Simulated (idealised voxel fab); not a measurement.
A process module follows: voxel air gaps.
Shown is cross-section cut, with a width of 235 nm and square cells of size 5 nm.
Think of the cross-section as a grid of square cells. We describe it in bands, top to bottom, and each band covers one or more rows of those cells.
It is stipulated that each band's entry specify, in nanometres, the height of the top of the band and then that of its bottom, followed by the materials of the band in left-to-right sequence, each together with its width in nanometres. A single material marked by the word "edge to edge" is understood to fill the band from edge to edge; the word "air" is understood to denote empty space.
Ref level 0: as-received wafer is one material below here. Bottom band extends down with no lower bound ("0 and below").
Read "30->40" as a graded width: first number on top, second number at the bottom, same change between each pair of neighbouring rows.
You'll sometimes find "remained unchanged" written for a step, and that's the way of saying that nowhere in the cross-section did a cell change during that step.
Voids, fully enclosed: empty space of 8 cells or more with no open way to the top, each as width x height at its distance from the left edge, in nm
The remark found on a step's line after its settings is issued by the simulator itself and pertains to that step.
On any step carrying a mask, the "overlay nm" setting, if present on the step's line, tells how far right of its planned place the mask lay; negative values point to the left.
-- Planned step list for the process
1: RECEIVE with material Si
2: CONFORMAL_DEP with material SiO2, thk nm 10
3: CONFORMAL_DEP with material SiN, thk nm 5
4: DIRECTIONAL_DEP with material SiO2, thk nm 40
5: MASKED_ETCH with tone open, mask id LINES, width nm 15, pitch nm 55, etch materials SiO2, depth nm 40, overlay nm 0
6: CONFORMAL_DEP with material TiN, thk nm 5
7: FILL_DEP with material Ru, thk nm 5
8: CMP with height nm 55
9: EPI with material Ru, thk nm 10
10: SELECTIVE_ETCH with etch materials SiO2, depth nm 50
11: CONFORMAL_DEP with material SiCN, thk nm 5
The value of width nm given for step 5 in the plan refers to the first wafer; the wafers vary in this setting and are alike at the start.
-- Here's the first of the wafers in cross-section, just as we got it, i.e. after step 1
    0 and below  Si edge to edge
    Voids, fully enclosed: none
-- wafer rows; end of module; cells per material since receipt: (+) gained, (-) lost; then closed voids
width nm 15 | +84 Ru | +159 SiCN | +47 SiN | +94 SiO2 | +68 TiN | Voids, fully enclosed: none
width nm 20 | +120 Ru | +159 SiCN | +47 SiN | +94 SiO2 | +72 TiN | Voids, fully enclosed: none
width nm 25 | +156 Ru | +159 SiCN | +47 SiN | +94 SiO2 | +76 TiN | Voids, fully enclosed: 20 x 30 at 50; 20 x 30 at 105; 20 x 30 at 160
width nm 30 | +192 Ru | +147 SiCN | +47 SiN | +94 SiO2 | +80 TiN | Voids, fully enclosed: 15 x 30 at 55; 15 x 30 at 110; 15 x 30 at 165
width nm 35 | +228 Ru | +75 SiCN | +47 SiN | +190 SiO2 | +84 TiN | Voids, fully enclosed: 10 x 30 at 0
width nm 40 | +258 Ru | +75 SiCN | +47 SiN | +166 SiO2 | +88 TiN | Voids, fully enclosed: 10 x 30 at 0; 10 x 30 at 225
